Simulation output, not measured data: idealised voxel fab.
Proc. module: voxel plated lines
Square cells of 5 nm make up the cross-section cut, whose width is 270 nm.
Bands, listed from the top down, are how a cross-section gets written in this document; the cross-section itself is a grid of square cells, and a band is one or more rows of them. What a band's entry tells you: where the top is and where the bottom is, as heights in nm, and after that what lies inside, material by material from left to right, each with its width in nm. Empty space is written as the word "empty", and a single material marked with the word "edge to edge" occupies the band from edge to edge. Measure heights from 0. That's the level where, below it, the as-received wafer is all one material. The lowest band is bottomless and extends downward; write it as in "0..down". You'd read "30->40" like this: the band's top row of cells is as wide as the first number, its bottom row is as wide as the second, and going down, every row changes width by the same amount as the row before did. What does "left unchanged" mean for a step? It means no cell of the cross-section changed in that step. Under "Fully closed voids" you'll find the enclosed gaps, the ones with no way out to the top, that are 8 cells or bigger; each reads width x height at distance, with distance counted from the left edge, everything in nm. Anything after a step's settings on that line? It's the simulator's own note about the step. On any step carrying a mask, the "overlay nm" setting, if present on the step's line, tells how far right of its planned place the mask lay; negative values point to the left.
### Planned process steps
1,RECEIVE [material Si]
2,CONFORMAL_DEP [material SiO2] [thk nm 15]
3,DIRECTIONAL_DEP [material TiN] [thk nm 5]
4,PATTERN [tone open] [mask id LINES] [material resist] [width nm 15] [pitch nm 40] [thk nm 25] [overlay nm 0]
5,EPI [material Ru] [thk nm 5]
6,EPI [material Ru] [thk nm 10]
7,STRIP [etch materials resist]
8,DIRECTIONAL_ETCH [etch materials TiN] [depth nm 5]
9,CONFORMAL_DEP [material SiCN] [thk nm 5]
### Below: the first of two wafers, run as planned
### Shown in cross-section is the wafer as received, that is, as it stands after step 1
* 0..down: Si edge to edge
* Fully closed voids: none
### Step 2 complete: cross-section through the wafer
* 15..0: SiO2 edge to edge
* No changes below 0.
### Step 3 complete: cross-section through the wafer
* 20..15: TiN edge to edge
* No changes below 15.
### Step 4 complete: cross-section through the wafer
* 45..20: resist: 65 / empty: 15 / resist: 25 / empty: 15 / resist: 25 / empty: 15 / resist: 25 / empty: 15 / resist: 70
* No changes below 20.
### Step 5 complete: cross-section through the wafer
* 45..25: resist: 65 / empty: 15 / resist: 25 / empty: 15 / resist: 25 / empty: 15 / resist: 25 / empty: 15 / resist: 70
* 25..20: resist: 65 / Ru: 15 / resist: 25 / Ru: 15 / resist: 25 / Ru: 15 / resist: 25 / Ru: 15 / resist: 70
* No changes below 20.
### Step 6 complete: cross-section through the wafer
* 45..35: resist: 65 / empty: 15 / resist: 25 / empty: 15 / resist: 25 / empty: 15 / resist: 25 / empty: 15 / resist: 70
* 35..20: resist: 65 / Ru: 15 / resist: 25 / Ru: 15 / resist: 25 / Ru: 15 / resist: 25 / Ru: 15 / resist: 70
* No changes below 20.
### Step 7 complete: cross-section through the wafer
* 35..20: empty: 65 / Ru: 15 / empty: 25 / Ru: 15 / empty: 25 / Ru: 15 / empty: 25 / Ru: 15 / empty: 70
* No changes below 20.
### Step 8 complete: cross-section through the wafer
* 35..20: empty: 65 / Ru: 15 / empty: 25 / Ru: 15 / empty: 25 / Ru: 15 / empty: 25 / Ru: 15 / empty: 70
* 20..15: empty: 65 / TiN: 15 / empty: 25 / TiN: 15 / empty: 25 / TiN: 15 / empty: 25 / TiN: 15 / empty: 70
* No changes below 15.
### Step 9 complete: cross-section through the wafer
* 40..35: empty: 60 / SiCN: 25 / empty: 15 / SiCN: 25 / empty: 15 / SiCN: 25 / empty: 15 / SiCN: 25 / empty: 65
* 35..20: empty: 60 / SiCN: 5 / Ru: 15 / SiCN: 5 / empty: 15 / SiCN: 5 / Ru: 15 / SiCN: 5 / empty: 15 / SiCN: 5 / Ru: 15 / SiCN: 5 / empty: 15 / SiCN: 5 / Ru: 15 / SiCN: 5 / empty: 65
* 20..15: SiCN: 65 / TiN: 15 / SiCN: 25 / TiN: 15 / SiCN: 25 / TiN: 15 / SiCN: 25 / TiN: 15 / SiCN: 70
* No changes below 15.
### Second wafer: same start and same plan as the first, one execution error; identical to the first through step 3
### Second wafer, section view, time point: scheduled end of step 4
* 25..20: Ru edge to edge
* No changes below 20.
### Second wafer, section view, time point: scheduled end of step 5
* 50..25: resist: 65 / empty: 15 / resist: 25 / empty: 15 / resist: 25 / empty: 15 / resist: 25 / empty: 15 / resist: 70
* No changes below 25.
### Second wafer, section view, time point: scheduled end of step 6
* 50..35: resist: 65 / empty: 15 / resist: 25 / empty: 15 / resist: 25 / empty: 15 / resist: 25 / empty: 15 / resist: 70
* 35..25: resist: 65 / Ru: 15 / resist: 25 / Ru: 15 / resist: 25 / Ru: 15 / resist: 25 / Ru: 15 / resist: 70
* No changes below 25.
### Second wafer, section view, time point: scheduled end of step 7
* 35..25: empty: 65 / Ru: 15 / empty: 25 / Ru: 15 / empty: 25 / Ru: 15 / empty: 25 / Ru: 15 / empty: 70
* No changes below 25.
Second wafer, section view, time point: scheduled end of step 8: left unchanged
### Second wafer, section view, time point: scheduled end of step 9
* 40..35: empty: 60 / SiCN: 25 / empty: 15 / SiCN: 25 / empty: 15 / SiCN: 25 / empty: 15 / SiCN: 25 / empty: 65
* 35..30: empty: 60 / SiCN: 5 / Ru: 15 / SiCN: 5 / empty: 15 / SiCN: 5 / Ru: 15 / SiCN: 5 / empty: 15 / SiCN: 5 / Ru: 15 / SiCN: 5 / empty: 15 / SiCN: 5 / Ru: 15 / SiCN: 5 / empty: 65
* 30..25: SiCN: 65 / Ru: 15 / SiCN: 25 / Ru: 15 / SiCN: 25 / Ru: 15 / SiCN: 25 / Ru: 15 / SiCN: 70
* No changes below 25.
Diagnosis: plan vs actual: 4 and 5 interchanged
The closing comparison, in cells, has the second wafer with more or fewer of some materials than the first: Ru +42 | SiCN -16 | TiN +42
